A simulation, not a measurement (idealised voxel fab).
Process module in this document: voxel released beams
Square cell edge 5 nm, section width 255 nm, ID cut.
Cross-section, as written here: a square-cell grid given band by band from the top down, where a band holds one or more rows of cells. The band entry comprises the height of the band's top followed by the height of its bottom, expressed in nm, and subsequently the band's materials from left to right, each stated together with its width in nm. Where a single material is marked with the word "all across", that material fills the band from edge to edge. The word "empty" represents empty space. Beneath 0, the wafer as received is one material, and that level is where height counting begins. The lowest band goes on downward without a bottom; it is written like "0 down". A width given as "30->40" starts at the first number in the band's top row and ends at the second number in its bottom row, shifting by an equal amount at every step from row to row. What does "remains unaltered" mean for a step? It means no cell of the cross-section changed in that step. "Non-vented voids": empty spaces of 8 cells or more with no open way to the top, each given as width x height at distance, distance from the left edge, all in nm. Read whatever lies past the settings on a step's line as the simulator's own remark about the step. The "overlay nm" setting may appear on a step's line; for a step that uses a mask, it gives how far to the right of its planned position the mask lay, and a negative value indicates the left.
So here's the lineup of process steps we planned
step 1: op RECEIVE | material Si
step 2: op CONFORMAL_DEP | material SiN | thk nm 5
step 3: op DIRECTIONAL_DEP | material SiO2 | thk nm 20
step 4: op MASKED_ETCH | tone open | mask id ANCHOR | width nm 40 | etch materials SiO2 | depth nm 20 | overlay nm 0
step 5: op CONFORMAL_DEP | material TiN | thk nm 15
step 6: op DIRECTIONAL_DEP | material aC | thk nm 10
step 7: op PATTERN | tone cover | mask id BEAM | material resist | width nm 85 | thk nm 25 | overlay nm 0
step 8: op DIRECTIONAL_ETCH | etch materials aC | depth nm 10
step 9: op STRIP | etch materials resist
step 10: op DIRECTIONAL_ETCH | etch materials TiN | depth nm 15
step 11: op STRIP | etch materials aC
step 12: op STRIP | etch materials SiO2
As-received state of the wafer in cross-section, equivalent to post-step 1
* 0 down | Si all across
* Non-vented voids: none
Cross-section at module end, one run error; start and plan unchanged from above
* 40 to 25 | empty (80) | TiN (85) | empty (90)
* 25 to 5 | TiN all across
* 5 to 0 | SiN all across
* 0 down | Si all across
* Non-vented voids: none
Run error: planned and actual differ for step 3; actual: op DIRECTIONAL_DEP | material TiN | thk nm 20
